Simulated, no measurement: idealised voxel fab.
This section sets out a process module, namely voxel trench capacitor.
Cross-sectional view cut (width: 145 nm; square cell size: 5 nm).
Just so we're on the same page, the cross-sections are grids of square cells, and they're listed out in bands top to bottom, each band one or more rows deep.
Read a band's entry like this: the first values are the height of its top and the height of its bottom in nm, and what follows is the sequence of materials from left to right, each with its width in nm. Note that "blank" is empty space, and that a single material marked "everywhere" reaches across the band from edge to edge.
Beneath 0, the wafer as received is one material, and that level is where height counting begins. The lowest band goes on downward without a bottom; it is written like "from 0 down".
Quick explanation for "30 to 40": the width changes in equal steps down the rows of cells, from the first number in the band's top row to the second number in its bottom row.
Given "remained the same" for a step, no cell of the cross-section differs between before and after that step.
If an empty space has no open way to the top and is at least 8 cells in size, "Entrapped void list" lists it, written width x height at distance, where distance is measured from the left edge and every value is in nm.
What comes after the settings on a step's line is commentary from the simulator itself on that step.
If you see "overlay nm" on a step's line and that step has a mask, it's telling you how far right of where it was planned the mask ended up; a negative number means it went left instead.
The planned process steps are enumerated hereunder
1 RECEIVE with material Si
2 CONFORMAL_DEP with material SiN, thk nm 5
3 DIRECTIONAL_DEP with material aC, thk nm 15
4 PATTERN with tone open, mask id TRENCH, material resist, width nm 20, pitch nm 35, thk nm 35, overlay nm 0
5 DIRECTIONAL_ETCH with etch materials aC, depth nm 15
6 STRIP with etch materials resist
7 DIRECTIONAL_ETCH with etch materials SiN, depth nm 5
8 DIRECTIONAL_ETCH with etch materials Si, depth nm 35
9 STRIP with etch materials aC
10 CONFORMAL_DEP with material SiO2, thk nm 5
11 FILL_DEP with material polySi, thk nm 10
12 CMP with height nm 5
Run as planned: first of two wafers
Cross-section of the wafer at receipt, which is the condition after step 1
> from 0 down: Si everywhere
> Entrapped void list: none
State of the wafer after step 2, shown in cross-section
> from 5 to 0: SiN everywhere
> Under 0: no change, same as before.
State of the wafer after step 3, shown in cross-section
> from 20 to 5: aC everywhere
> Under 5: no change, same as before.
State of the wafer after step 4, shown in cross-section
> from 55 to 20: resist (45) / blank (20) / resist (15) / blank (20) / resist (45)
> Under 20: no change, same as before.
State of the wafer after step 5, shown in cross-section
> from 40 to 20: resist (45) / blank (20) / resist (15) / blank (20) / resist (45)
> from 20 to 5: aC (45) / blank (20) / aC (15) / blank (20) / aC (45)
> Under 5: no change, same as before.
State of the wafer after step 6, shown in cross-section
> from 20 to 5: aC (45) / blank (20) / aC (15) / blank (20) / aC (45)
> Under 5: no change, same as before.
State of the wafer after step 7, shown in cross-section
> from 20 to 5: aC (45) / blank (20) / aC (15) / blank (20) / aC (45)
> from 5 to 0: SiN (45) / blank (20) / SiN (15) / blank (20) / SiN (45)
> Under 0: no change, same as before.
State of the wafer after step 8, shown in cross-section
> from 20 to 5: aC (45) / blank (20) / aC (15) / blank (20) / aC (45)
> from 5 to 0: SiN (45) / blank (20) / SiN (15) / blank (20) / SiN (45)
> from 0 to -35: Si (45) / blank (20) / Si (15) / blank (20) / Si (45)
> Under -35: no change, same as before.
State of the wafer after step 9, shown in cross-section
> from 5 to 0: SiN (45) / blank (20) / SiN (15) / blank (20) / SiN (45)
> Under 0: no change, same as before.
State of the wafer after step 10, shown in cross-section
> from 10 to 5: SiO2 (50) / blank (10) / SiO2 (25) / blank (10) / SiO2 (50)
> from 5 to 0: SiN (45) / SiO2 (5) / blank (10) / SiO2 (5) / SiN (15) / SiO2 (5) / blank (10) / SiO2 (5) / SiN (45)
> from 0 to -30: Si (45) / SiO2 (5) / blank (10) / SiO2 (5) / Si (15) / SiO2 (5) / blank (10) / SiO2 (5) / Si (45)
> from -30 to -35: Si (45) / SiO2 (20) / Si (15) / SiO2 (20) / Si (45)
> Under -35: no change, same as before.
State of the wafer after step 11, shown in cross-section
> from 20 to 10: polySi everywhere
> from 10 to 5: SiO2 (50) / polySi (10) / SiO2 (25) / polySi (10) / SiO2 (50)
> from 5 to 0: SiN (45) / SiO2 (5) / polySi (10) / SiO2 (5) / SiN (15) / SiO2 (5) / polySi (10) / SiO2 (5) / SiN (45)
> from 0 to -30: Si (45) / SiO2 (5) / polySi (10) / SiO2 (5) / Si (15) / SiO2 (5) / polySi (10) / SiO2 (5) / Si (45)
> Under -30: no change, same as before.
State of the wafer after step 12, shown in cross-section
> from 5 to 0: SiN (45) / SiO2 (5) / polySi (10) / SiO2 (5) / SiN (15) / SiO2 (5) / polySi (10) / SiO2 (5) / SiN (45)
> Under 0: no change, same as before.
Second wafer: same start and same plan as the first, one execution error; identical to the first through step 3
Cross-section, second wafer, at the end time the plan gives for step 4
> from 55 to 20: resist (50) / blank (15) / resist (20) / blank (15) / resist (45)
> Under 20: no change, same as before.
Cross-section, second wafer, at the end time the plan gives for step 5
> from 40 to 20: resist (50) / blank (15) / resist (20) / blank (15) / resist (45)
> from 20 to 5: aC (50) / blank (15) / aC (20) / blank (15) / aC (45)
> Under 5: no change, same as before.
Cross-section, second wafer, at the end time the plan gives for step 6
> from 20 to 5: aC (50) / blank (15) / aC (20) / blank (15) / aC (45)
> Under 5: no change, same as before.
Cross-section, second wafer, at the end time the plan gives for step 7
> from 20 to 5: aC (50) / blank (15) / aC (20) / blank (15) / aC (45)
> from 5 to 0: SiN (50) / blank (15) / SiN (20) / blank (15) / SiN (45)
> Under 0: no change, same as before.
Cross-section, second wafer, at the end time the plan gives for step 8
> from 20 to 5: aC (50) / blank (15) / aC (20) / blank (15) / aC (45)
> from 5 to 0: SiN (50) / blank (15) / SiN (20) / blank (15) / SiN (45)
> from 0 to -35: Si (50) / blank (15) / Si (20) / blank (15) / Si (45)
> Under -35: no change, same as before.
Cross-section, second wafer, at the end time the plan gives for step 9
> from 5 to 0: SiN (50) / blank (15) / SiN (20) / blank (15) / SiN (45)
> Under 0: no change, same as before.
Cross-section, second wafer, at the end time the plan gives for step 10
> from 10 to 5: SiO2 (55) / blank (5) / SiO2 (30) / blank (5) / SiO2 (50)
> from 5 to 0: SiN (50) / SiO2 (5) / blank (5) / SiO2 (5) / SiN (20) / SiO2 (5) / blank (5) / SiO2 (5) / SiN (45)
> from 0 to -30: Si (50) / SiO2 (5) / blank (5) / SiO2 (5) / Si (20) / SiO2 (5) / blank (5) / SiO2 (5) / Si (45)
> from -30 to -35: Si (50) / SiO2 (15) / Si (20) / SiO2 (15) / Si (45)
> Under -35: no change, same as before.
Cross-section, second wafer, at the end time the plan gives for step 11
> from 20 to 10: polySi everywhere
> from 10 to 5: SiO2 (55) / polySi (5) / SiO2 (30) / polySi (5) / SiO2 (50)
> from 5 to 0: SiN (50) / SiO2 (5) / polySi (5) / SiO2 (5) / SiN (20) / SiO2 (5) / polySi (5) / SiO2 (5) / SiN (45)
> from 0 to -30: Si (50) / SiO2 (5) / polySi (5) / SiO2 (5) / Si (20) / SiO2 (5) / polySi (5) / SiO2 (5) / Si (45)
> Under -30: no change, same as before.
Cross-section, second wafer, at the end time the plan gives for step 12
> from 5 to 0: SiN (50) / SiO2 (5) / polySi (5) / SiO2 (5) / SiN (20) / SiO2 (5) / polySi (5) / SiO2 (5) / SiN (45)
> Under 0: no change, same as before.
In executing the process, a mistake was made relative to the plan: step 4 went in with a setting other than planned; the actual run was PATTERN with tone open, mask id TRENCH, material resist, width nm 15, pitch nm 35, thk nm 35, overlay nm 0
End check, counted in cells, second wafer has more or fewer of these materials than the first: Si: 14 more | SiN: 2 more | SiO2: 2 fewer | polySi: 14 fewer
